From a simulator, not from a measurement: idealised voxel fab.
You're looking at the process module voxel ribs on slabs.
Section cut is 155 nm wide and gridded with 5 nm square cells.
A cross-section in this document is a grid of square cells, and it is written down as bands, the top band listed before the ones below it; a band is made up of one or more rows of cells.
Read a band's entry like this: the first values are the height of its top and the height of its bottom in nm, and what follows is the sequence of materials from left to right, each with its width in nm. Note that "empty" is empty space, and that a single material marked "edge to edge" reaches across the band from edge to edge.
Where do heights start? At 0: under that level the wafer as delivered is made of one material only. And the lowest band has no floor; it just carries on downward, as in "top 0, no bottom".
Top row gets the first number, bottom row gets the second, and each row in between changes by the same step: that is how a band width like "30->40" works.
"nothing altered" for a step: no cell of the cross-section changed in that step.
If an empty space has no open way to the top and is at least 8 cells in size, "Fully closed voids" lists it, written width x height at distance, where distance is measured from the left edge and every value is in nm.
It should be noted that, on the line of a given step, the content following the step's settings is a remark produced by the simulator itself with respect to that step.
Each step line may optionally specify "overlay nm", which for a step with a mask gives the rightward distance between the mask's planned place and where it lay, a negative value indicating the leftward direction.
# Steps planned for the process
step 1: RECEIVE with material Si
step 2: DIRECTIONAL_DEP with material SiO2, thk nm 25
step 3: DIRECTIONAL_DEP with material SiN, thk nm 20
step 4: DIRECTIONAL_DEP with material aC, thk nm 10
step 5: PATTERN with tone cover, mask id RIB, material resist, width nm 30, thk nm 25, overlay nm 0
step 6: DIRECTIONAL_ETCH with etch materials aC, depth nm 10
step 7: STRIP with etch materials resist
step 8: DIRECTIONAL_ETCH with etch materials SiN, depth nm 5
step 9: STRIP with etch materials aC
step 10: MASKED_ETCH with tone cover, mask id SLAB, width nm 90, etch materials SiN, depth nm 15, overlay nm 0
step 11: FILL_DEP with material SiO2, thk nm 25
step 12: CMP with height nm 60
step 13: DIRECTIONAL_DEP with material W, thk nm 5
step 14: DIRECTIONAL_DEP with material aC, thk nm 15
step 15: PATTERN with tone cover, mask id HEATER, material resist, width nm 40, thk nm 30, overlay nm 0
step 16: DIRECTIONAL_ETCH with etch materials aC, depth nm 15
step 17: STRIP with etch materials resist
step 18: DIRECTIONAL_ETCH with etch materials W, depth nm 5
step 19: STRIP with etch materials aC
step 20: CONFORMAL_DEP with material SiO2, thk nm 10
# The following pertains to the first of two wafers, which was processed as planned
# Cross-section of the incoming wafer, state after step 1
	top 0, no bottom = Si edge to edge
	Fully closed voids: none
# after step 2
	top 25, bottom 0 = SiO2 edge to edge
	Everything below 0 is unchanged.
# after step 3
	top 45, bottom 25 = SiN edge to edge
	Everything below 25 is unchanged.
# after step 4
	top 55, bottom 45 = aC edge to edge
	Everything below 45 is unchanged.
# after step 5
	top 80, bottom 55 = empty 60 nm / resist 30 nm / empty 65 nm
	Everything below 55 is unchanged.
# after step 6
	top 70, bottom 55 = empty 60 nm / resist 30 nm / empty 65 nm
	top 55, bottom 45 = empty 60 nm / aC 30 nm / empty 65 nm
	Everything below 45 is unchanged.
# after step 7
	top 55, bottom 45 = empty 60 nm / aC 30 nm / empty 65 nm
	Everything below 45 is unchanged.
# after step 8
	top 55, bottom 45 = empty 60 nm / aC 30 nm / empty 65 nm
	top 45, bottom 40 = empty 60 nm / SiN 30 nm / empty 65 nm
	Everything below 40 is unchanged.
# after step 9
	top 45, bottom 40 = empty 60 nm / SiN 30 nm / empty 65 nm
	Everything below 40 is unchanged.
# after step 10
	top 45, bottom 40 = empty 60 nm / SiN 30 nm / empty 65 nm
	top 40, bottom 25 = empty 30 nm / SiN 90 nm / empty 35 nm
	Everything below 25 is unchanged.
# after step 11
	top 70, bottom 45 = SiO2 edge to edge
	top 45, bottom 40 = SiO2 60 nm / SiN 30 nm / SiO2 65 nm
	top 40, bottom 25 = SiO2 30 nm / SiN 90 nm / SiO2 35 nm
	Everything below 25 is unchanged.
# after step 12
	top 60, bottom 45 = SiO2 edge to edge
	Everything below 45 is unchanged.
# after step 13
	top 65, bottom 60 = W edge to edge
	Everything below 60 is unchanged.
# after step 14
	top 80, bottom 65 = aC edge to edge
	Everything below 65 is unchanged.
# after step 15
	top 110, bottom 80 = empty 55 nm / resist 40 nm / empty 60 nm
	Everything below 80 is unchanged.
# after step 16
	top 95, bottom 80 = empty 55 nm / resist 40 nm / empty 60 nm
	top 80, bottom 65 = empty 55 nm / aC 40 nm / empty 60 nm
	Everything below 65 is unchanged.
# after step 17
	top 80, bottom 65 = empty 55 nm / aC 40 nm / empty 60 nm
	Everything below 65 is unchanged.
# after step 18
	top 80, bottom 65 = empty 55 nm / aC 40 nm / empty 60 nm
	top 65, bottom 60 = empty 55 nm / W 40 nm / empty 60 nm
	Everything below 60 is unchanged.
# after step 19
	top 65, bottom 60 = empty 55 nm / W 40 nm / empty 60 nm
	Everything below 60 is unchanged.
# after step 20
	top 75, bottom 70 = empty 45 nm / SiO2 60 nm / empty 50 nm
	top 70, bottom 65 = SiO2 edge to edge
	top 65, bottom 60 = SiO2 55 nm / W 40 nm / SiO2 60 nm
	Everything below 60 is unchanged.
# Wafer two of the pair: same origin, same plan, one error during the run; identical to wafer one up to and including step 4
# Second wafer, cut view, end of step 5 per plan
	top 80, bottom 55 = empty 55 nm / resist 30 nm / empty 70 nm
	Everything below 55 is unchanged.
# Second wafer, cut view, end of step 6 per plan
	top 70, bottom 55 = empty 55 nm / resist 30 nm / empty 70 nm
	top 55, bottom 45 = empty 55 nm / aC 30 nm / empty 70 nm
	Everything below 45 is unchanged.
# Second wafer, cut view, end of step 7 per plan
	top 55, bottom 45 = empty 55 nm / aC 30 nm / empty 70 nm
	Everything below 45 is unchanged.
# Second wafer, cut view, end of step 8 per plan
	top 55, bottom 45 = empty 55 nm / aC 30 nm / empty 70 nm
	top 45, bottom 40 = empty 55 nm / SiN 30 nm / empty 70 nm
	Everything below 40 is unchanged.
# Second wafer, cut view, end of step 9 per plan
	top 45, bottom 40 = empty 55 nm / SiN 30 nm / empty 70 nm
	Everything below 40 is unchanged.
# Second wafer, cut view, end of step 10 per plan
	top 45, bottom 40 = empty 55 nm / SiN 30 nm / empty 70 nm
	top 40, bottom 25 = empty 30 nm / SiN 90 nm / empty 35 nm
	Everything below 25 is unchanged.
# Second wafer, cut view, end of step 11 per plan
	top 70, bottom 45 = SiO2 edge to edge
	top 45, bottom 40 = SiO2 55 nm / SiN 30 nm / SiO2 70 nm
	top 40, bottom 25 = SiO2 30 nm / SiN 90 nm / SiO2 35 nm
	Everything below 25 is unchanged.
# Second wafer, cut view, end of step 12 per plan
	top 60, bottom 45 = SiO2 edge to edge
	Everything below 45 is unchanged.
# Second wafer, cut view, end of step 13 per plan
	top 65, bottom 60 = W edge to edge
	Everything below 60 is unchanged.
# Second wafer, cut view, end of step 14 per plan
	top 80, bottom 65 = aC edge to edge
	Everything below 65 is unchanged.
# Second wafer, cut view, end of step 15 per plan
	top 110, bottom 80 = empty 55 nm / resist 40 nm / empty 60 nm
	Everything below 80 is unchanged.
# Second wafer, cut view, end of step 16 per plan
	top 95, bottom 80 = empty 55 nm / resist 40 nm / empty 60 nm
	top 80, bottom 65 = empty 55 nm / aC 40 nm / empty 60 nm
	Everything below 65 is unchanged.
# Second wafer, cut view, end of step 17 per plan
	top 80, bottom 65 = empty 55 nm / aC 40 nm / empty 60 nm
	Everything below 65 is unchanged.
# Second wafer, cut view, end of step 18 per plan
	top 80, bottom 65 = empty 55 nm / aC 40 nm / empty 60 nm
	top 65, bottom 60 = empty 55 nm / W 40 nm / empty 60 nm
	Everything below 60 is unchanged.
# Second wafer, cut view, end of step 19 per plan
	top 65, bottom 60 = empty 55 nm / W 40 nm / empty 60 nm
	Everything below 60 is unchanged.
# Second wafer, cut view, end of step 20 per plan
	top 75, bottom 70 = empty 45 nm / SiO2 60 nm / empty 50 nm
	top 70, bottom 65 = SiO2 edge to edge
	top 65, bottom 60 = SiO2 55 nm / W 40 nm / SiO2 60 nm
	Everything below 60 is unchanged.
Want to know what went wrong? rather than as planned, step 5 actually ran as PATTERN with tone cover, mask id RIB, material resist, width nm 30, thk nm 25, overlay nm -5
Final state: per-material cell counts identical on both wafers; locations differ.
